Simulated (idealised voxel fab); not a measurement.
process module | voxel transistor to metal
We display cut, a cross-section 190 nm in width whose square cells are each 5 nm.
How to read a cross-section here: the picture is a grid of square cells, written as bands going from the top down, and any band can span one or more rows of cells. In this notation a band is specified by the heights of its top and bottom, in that order and in nm, after which its materials appear from left to right, each paired with its width in nm. The word "full width" attached to a single material means that material fills the band from edge to edge; the word "blank" stands for empty space. Note: height 0 marks the level under which the wafer is uniformly one material as received. Lowest band unbounded below, written "0 and below". Think of "30->40" as a width that walks from the first number to the second as you go down the band, top row to bottom row, taking equal-sized steps from row to row. Where a step carries "nothing different", the cross-section came out of it unchanged, cell for cell. Heads up: "Closed voids list" only lists the empty pockets with no open path to the top that are 8 cells or more, and it writes them as width x height at distance, distance from the left edge, in nm. Post-settings text on a step line: simulator's own remark regarding the step. For masked steps, "overlay nm" on the step line gives how far right of plan the mask actually lay; a minus sign means it lay to the left.

So here's the lineup of process steps we planned
1: RECEIVE: material Si
2: CONFORMAL_DEP: material SiO2, thk nm 5
3: CONFORMAL_DEP: material SiN, thk nm 15
4: PATTERN: tone cover, mask id ACTIVE, material resist, width nm 115, thk nm 20, overlay nm 0
5: DIRECTIONAL_ETCH: etch materials SiN, depth nm 15
6: DIRECTIONAL_ETCH: etch materials SiO2, depth nm 5
7: DIRECTIONAL_ETCH: etch materials Si, depth nm 35
8: STRIP: etch materials resist
9: FILL_DEP: material SiO2, thk nm 10
10: CMP: height nm 20
11: SELECTIVE_ETCH: etch materials SiO2, depth nm 15
12: STRIP: etch materials SiN
13: SELECTIVE_ETCH: etch materials SiO2, depth nm 5
14: OXIDIZE: depth nm 5
15: DIRECTIONAL_DEP: material polySi, thk nm 25
16: DIRECTIONAL_DEP: material SiCN, thk nm 15
17: DIRECTIONAL_DEP: material aC, thk nm 15
18: PATTERN: tone cover, mask id GATE, material resist, width nm 25, thk nm 30, overlay nm 0
19: DIRECTIONAL_ETCH: etch materials aC, depth nm 15
20: STRIP: etch materials resist
21: DIRECTIONAL_ETCH: etch materials SiCN, depth nm 25
22: DIRECTIONAL_ETCH: etch materials polySi, depth nm 35
23: STRIP: etch materials aC
24: CONFORMAL_DEP: material SiO2, thk nm 5
25: DIRECTIONAL_ETCH: etch materials SiO2, depth nm 5
26: CONFORMAL_DEP: material SiN, thk nm 10
27: DIRECTIONAL_ETCH: etch materials SiN, depth nm 10
28: DIRECTIONAL_ETCH: etch materials SiO2, depth nm 5
29: EPI: material nSi, thk nm 5
30: FILL_DEP: material SiO2, thk nm 10
31: CMP: height nm 40
32: DIRECTIONAL_DEP: material SiO2, thk nm 10
33: DIRECTIONAL_DEP: material aC, thk nm 10
34: PATTERN: tone open, mask id CONTACT, material resist, width nm 20, pitch nm 75, thk nm 25, overlay nm 0
35: DIRECTIONAL_ETCH: etch materials aC, depth nm 10
36: STRIP: etch materials resist
37: DIRECTIONAL_ETCH: etch materials SiO2, depth nm 50
38: STRIP: etch materials aC
39: CONFORMAL_DEP: material TiN, thk nm 5
40: FILL_DEP: material Ru, thk nm 5
41: CMP: height nm 50
42: DIRECTIONAL_DEP: material TiN, thk nm 5
43: DIRECTIONAL_DEP: material W, thk nm 20
44: MASKED_ETCH: tone cover, mask id METAL_1, width nm 20, pitch nm 75, etch materials W, depth nm 20, overlay nm 0
45: MASKED_ETCH: tone cover, mask id METAL_1, width nm 20, pitch nm 75, etch materials TiN, depth nm 5, overlay nm 0
46: FILL_DEP: material SiO2, thk nm 5
47: CMP: height nm 75
48: CONFORMAL_DEP: material SiCN, thk nm 5
49: DIRECTIONAL_DEP: material lowk, thk nm 35
50: MASKED_ETCH: tone open, mask id METAL_2, width nm 20, pitch nm 75, etch materials lowk, depth nm 20, overlay nm 0
51: PATTERN: tone open, mask id METAL_2_HOLES, material resist, width nm 15, pitch nm 75, thk nm 15, overlay nm 0
52: DIRECTIONAL_ETCH: etch materials lowk, depth nm 15
53: DIRECTIONAL_ETCH: etch materials SiCN, depth nm 5
54: STRIP: etch materials resist
55: CONFORMAL_DEP: material TiN, thk nm 5
56: FILL_DEP: material Ru, thk nm 10
57: CMP: height nm 115
58: CONFORMAL_DEP: material SiCN, thk nm 5

Cross-section of the wafer as it came to us, i.e., already through step 1
- 0 and below: Si full width
- Closed voids list: none

a wafer at the end: this start, this plan, one mistake
- 120 down to 115: SiCN full width
- 115 down to 100: lowk=45 | TiN=5 | Ru=10 | TiN=5 | lowk=55 | TiN=5 | Ru=10 | TiN=5 | lowk=50
- 100 down to 95: lowk=45 | TiN=5 | Ru=5 | TiN=10 | lowk=55 | TiN=5 | Ru=5 | TiN=10 | lowk=50
- 95 down to 80: lowk=45 | TiN=5 | Ru=5 | TiN=5 | lowk=60 | TiN=5 | Ru=5 | TiN=5 | lowk=55
- 80 down to 75: SiCN=45 | TiN=15 | SiCN=60 | TiN=15 | SiCN=55
- 75 down to 55: SiO2=45 | W=20 | SiO2=55 | W=20 | SiO2=50
- 55 down to 50: SiO2=45 | TiN=20 | SiO2=55 | TiN=20 | SiO2=50
- 50 down to 40: SiO2=45 | TiN=5 | Ru=10 | TiN=5 | SiO2=55 | TiN=5 | Ru=10 | TiN=5 | SiO2=50
- 40 down to 30: SiO2=45 | TiN=5 | Ru=10 | TiN=5 | SiN=10 | SiO2=5 | SiCN=25 | SiO2=5 | SiN=10 | TiN=5 | Ru=10 | TiN=5 | SiO2=50
- 30 down to 10: SiO2=45 | TiN=5 | Ru=10 | TiN=5 | SiN=10 | SiO2=5 | polySi=25 | SiO2=5 | SiN=10 | TiN=5 | Ru=10 | TiN=5 | SiO2=50
- 10 down to 5: SiO2=45 | TiN=20 | SiN=10 | SiO2=5 | polySi=25 | SiO2=5 | SiN=10 | TiN=20 | SiO2=50
- 5 down to 0: SiO2=25 | SiN=10 | SiO2=5 | nSi=25 | SiO2=55 | nSi=25 | SiO2=5 | SiN=10 | SiO2=30
- 0 down to -5: SiO2=45 | Si=95 | SiO2=50
- -5 down to -35: SiO2=35 | Si=115 | SiO2=40
- -35 and below: Si full width
- Closed voids list: none
Error vs. plan: so 12 and 13 got swapped relative to the plan, each ran where the other was supposed to
